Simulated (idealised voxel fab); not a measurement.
Name of the process module below: voxel self aligned vias
Cross-section cut spans 225 nm and uses square cells 5 nm in size.
Think of the cross-section as a grid of square cells. We describe it in bands, top to bottom, and each band covers one or more rows of those cells. The entry gives the band's vertical extent as a top height and a bottom height in nm, then its horizontal make-up as materials from left to right, each with a width in nm. "air" stands for empty space; a single material marked "full width" fills the band edge to edge. Ref level 0: as-received wafer is one material below here. Bottom band extends down with no lower bound ("0..down"). You'd read "30->40" like this: the band's top row of cells is as wide as the first number, its bottom row is as wide as the second, and going down, every row changes width by the same amount as the row before did. Step note "remains unaltered" = no cross-section cell changed. Each empty space that has no open way to the top and spans at least 8 cells appears under "Voids lacking openings" as width x height at distance, the distance counted from the left edge, all in nm. On a step's line, text after the settings is the simulator commenting on that step. The "overlay nm" setting may appear on a step's line; for a step that uses a mask, it gives how far to the right of its planned position the mask lay, and a negative value indicates the left.
### Here's what the planned process steps look like
- 1: RECEIVE,material Si
- 2: CONFORMAL_DEP,material SiO2,thk nm 10
- 3: CONFORMAL_DEP,material SiCN,thk nm 5
- 4: DIRECTIONAL_DEP,material lowk,thk nm 30
- 5: MASKED_ETCH,tone open,mask id LINES,width nm 30,pitch nm 70,etch materials lowk,depth nm 30,overlay nm 0
- 6: CONFORMAL_DEP,material TiN,thk nm 5
- 7: FILL_DEP,material W,thk nm 10
- 8: CMP,height nm 45
- 9: SELECTIVE_ETCH,etch materials W Ru TiN,depth nm 10
- 10: FILL_DEP,material SiN,thk nm 10
- 11: CMP,height nm 45
- 12: DIRECTIONAL_DEP,material lowk,thk nm 15
- 13: MASKED_ETCH,tone open,mask id VIAS,width nm 40,pitch nm 70,etch materials lowk,depth nm 15,overlay nm 0
- 14: MASKED_ETCH,tone open,mask id VIAS,width nm 40,pitch nm 70,etch materials SiN,depth nm 10,overlay nm 0
- 15: CONFORMAL_DEP,material TiN,thk nm 5
- 16: FILL_DEP,material W,thk nm 5
- 17: CMP,height nm 60
- 18: CONFORMAL_DEP,material SiCN,thk nm 5
### On the first of the two wafers: run conducted according to plan
### Here's what the wafer looked like in cross-section when it arrived - that's after step 1
	0..down = Si full width
	Voids lacking openings: none
### Cross-section: wafer state after step 2
	10..0 = SiO2 full width
	Nothing below the height 0 has changed.
### Cross-section: wafer state after step 3
	15..10 = SiCN full width
	Nothing below the height 10 has changed.
### Cross-section: wafer state after step 4
	45..15 = lowk full width
	Nothing below the height 15 has changed.
### Cross-section: wafer state after step 5
	45..15 = 60 nm lowk, then 30 nm air, then 40 nm lowk, then 30 nm air, then 65 nm lowk
	Nothing below the height 15 has changed.
### Cross-section: wafer state after step 6
	50..45 = 65 nm TiN, then 20 nm air, then 50 nm TiN, then 20 nm air, then 70 nm TiN
	45..20 = 60 nm lowk, then 5 nm TiN, then 20 nm air, then 5 nm TiN, then 40 nm lowk, then 5 nm TiN, then 20 nm air, then 5 nm TiN, then 65 nm lowk
	20..15 = 60 nm lowk, then 30 nm TiN, then 40 nm lowk, then 30 nm TiN, then 65 nm lowk
	Nothing below the height 15 has changed.
### Cross-section: wafer state after step 7
	60..50 = W full width
	50..45 = 65 nm TiN, then 20 nm W, then 50 nm TiN, then 20 nm W, then 70 nm TiN
	45..20 = 60 nm lowk, then 5 nm TiN, then 20 nm W, then 5 nm TiN, then 40 nm lowk, then 5 nm TiN, then 20 nm W, then 5 nm TiN, then 65 nm lowk
	Nothing below the height 20 has changed.
### Cross-section: wafer state after step 8
	45..20 = 60 nm lowk, then 5 nm TiN, then 20 nm W, then 5 nm TiN, then 40 nm lowk, then 5 nm TiN, then 20 nm W, then 5 nm TiN, then 65 nm lowk
	Nothing below the height 20 has changed.
### Cross-section: wafer state after step 9
	45..35 = 60 nm lowk, then 30 nm air, then 40 nm lowk, then 30 nm air, then 65 nm lowk
	Nothing below the height 35 has changed.
### Cross-section: wafer state after step 10
	55..45 = SiN full width
	45..35 = 60 nm lowk, then 30 nm SiN, then 40 nm lowk, then 30 nm SiN, then 65 nm lowk
	Nothing below the height 35 has changed.
### Cross-section: wafer state after step 11
	45..35 = 60 nm lowk, then 30 nm SiN, then 40 nm lowk, then 30 nm SiN, then 65 nm lowk
	Nothing below the height 35 has changed.
### Cross-section: wafer state after step 12
	60..45 = lowk full width
	Nothing below the height 45 has changed.
### Cross-section: wafer state after step 13
	60..45 = 55 nm lowk, then 40 nm air, then 30 nm lowk, then 40 nm air, then 60 nm lowk
	Nothing below the height 45 has changed.
### Cross-section: wafer state after step 14
	60..45 = 55 nm lowk, then 40 nm air, then 30 nm lowk, then 40 nm air, then 60 nm lowk
	45..35 = 60 nm lowk, then 30 nm air, then 40 nm lowk, then 30 nm air, then 65 nm lowk
	Nothing below the height 35 has changed.
### Cross-section: wafer state after step 15
	65..60 = 60 nm TiN, then 30 nm air, then 40 nm TiN, then 30 nm air, then 65 nm TiN
	60..50 = 55 nm lowk, then 5 nm TiN, then 30 nm air, then 5 nm TiN, then 30 nm lowk, then 5 nm TiN, then 30 nm air, then 5 nm TiN, then 60 nm lowk
	50..40 = 55->60 nm lowk, then 10->5 nm TiN, then 20 nm air, then 10->5 nm TiN, then 30->40 nm lowk, then 10->5 nm TiN, then 20 nm air, then 10->5 nm TiN, then 60->65 nm lowk
	40..35 = 60 nm lowk, then 30 nm TiN, then 40 nm lowk, then 30 nm TiN, then 65 nm lowk
	Nothing below the height 35 has changed.
### Cross-section: wafer state after step 16
	70..65 = W full width
	65..60 = 60 nm TiN, then 30 nm W, then 40 nm TiN, then 30 nm W, then 65 nm TiN
	60..50 = 55 nm lowk, then 5 nm TiN, then 30 nm W, then 5 nm TiN, then 30 nm lowk, then 5 nm TiN, then 30 nm W, then 5 nm TiN, then 60 nm lowk
	50..40 = 55->60 nm lowk, then 10->5 nm TiN, then 20 nm W, then 10->5 nm TiN, then 30->40 nm lowk, then 10->5 nm TiN, then 20 nm W, then 10->5 nm TiN, then 60->65 nm lowk
	Nothing below the height 40 has changed.
### Cross-section: wafer state after step 17
	60..50 = 55 nm lowk, then 5 nm TiN, then 30 nm W, then 5 nm TiN, then 30 nm lowk, then 5 nm TiN, then 30 nm W, then 5 nm TiN, then 60 nm lowk
	Nothing below the height 50 has changed.
### Cross-section: wafer state after step 18
	65..60 = SiCN full width
	Nothing below the height 60 has changed.
### Second wafer - shared start and plan with the first - one error in running - same as the first up to step 12 inclusive
### Cross-section, second wafer, at the end time the plan gives for step 13
	60..45 = 60 nm lowk, then 40 nm air, then 30 nm lowk, then 40 nm air, then 55 nm lowk
	Nothing below the height 45 has changed.
### Cross-section, second wafer, at the end time the plan gives for step 14
	60..45 = 60 nm lowk, then 40 nm air, then 30 nm lowk, then 40 nm air, then 55 nm lowk
	45..35 = 60 nm lowk, then 30 nm air, then 40 nm lowk, then 30 nm air, then 65 nm lowk
	Nothing below the height 35 has changed.
### Cross-section, second wafer, at the end time the plan gives for step 15
	65..60 = 65 nm TiN, then 30 nm air, then 40 nm TiN, then 30 nm air, then 60 nm TiN
	60..50 = 60 nm lowk, then 5 nm TiN, then 30 nm air, then 5 nm TiN, then 30 nm lowk, then 5 nm TiN, then 30 nm air, then 5 nm TiN, then 55 nm lowk
	50..40 = 60 nm lowk, then 5 nm TiN, then 20 nm air, then 15->5 nm TiN, then 30->40 nm lowk, then 5 nm TiN, then 20 nm air, then 15->5 nm TiN, then 55->65 nm lowk
	40..35 = 60 nm lowk, then 30 nm TiN, then 40 nm lowk, then 30 nm TiN, then 65 nm lowk
	Nothing below the height 35 has changed.
### Cross-section, second wafer, at the end time the plan gives for step 16
	70..65 = W full width
	65..60 = 65 nm TiN, then 30 nm W, then 40 nm TiN, then 30 nm W, then 60 nm TiN
	60..50 = 60 nm lowk, then 5 nm TiN, then 30 nm W, then 5 nm TiN, then 30 nm lowk, then 5 nm TiN, then 30 nm W, then 5 nm TiN, then 55 nm lowk
	50..40 = 60 nm lowk, then 5 nm TiN, then 20 nm W, then 15->5 nm TiN, then 30->40 nm lowk, then 5 nm TiN, then 20 nm W, then 15->5 nm TiN, then 55->65 nm lowk
	Nothing below the height 40 has changed.
### Cross-section, second wafer, at the end time the plan gives for step 17
	60..50 = 60 nm lowk, then 5 nm TiN, then 30 nm W, then 5 nm TiN, then 30 nm lowk, then 5 nm TiN, then 30 nm W, then 5 nm TiN, then 55 nm lowk
	Nothing below the height 50 has changed.
### Cross-section, second wafer, at the end time the plan gives for step 18
	65..60 = SiCN full width
	Nothing below the height 60 has changed.
Misprocessing identified: step 13 ran differently from the plan; actual operation with settings: MASKED_ETCH,tone open,mask id VIAS,width nm 40,pitch nm 70,etch materials lowk,depth nm 15,overlay nm 5
When the process is done, the second wafer contains the same cell count of every material as the first wafer, but distributed over other locations.
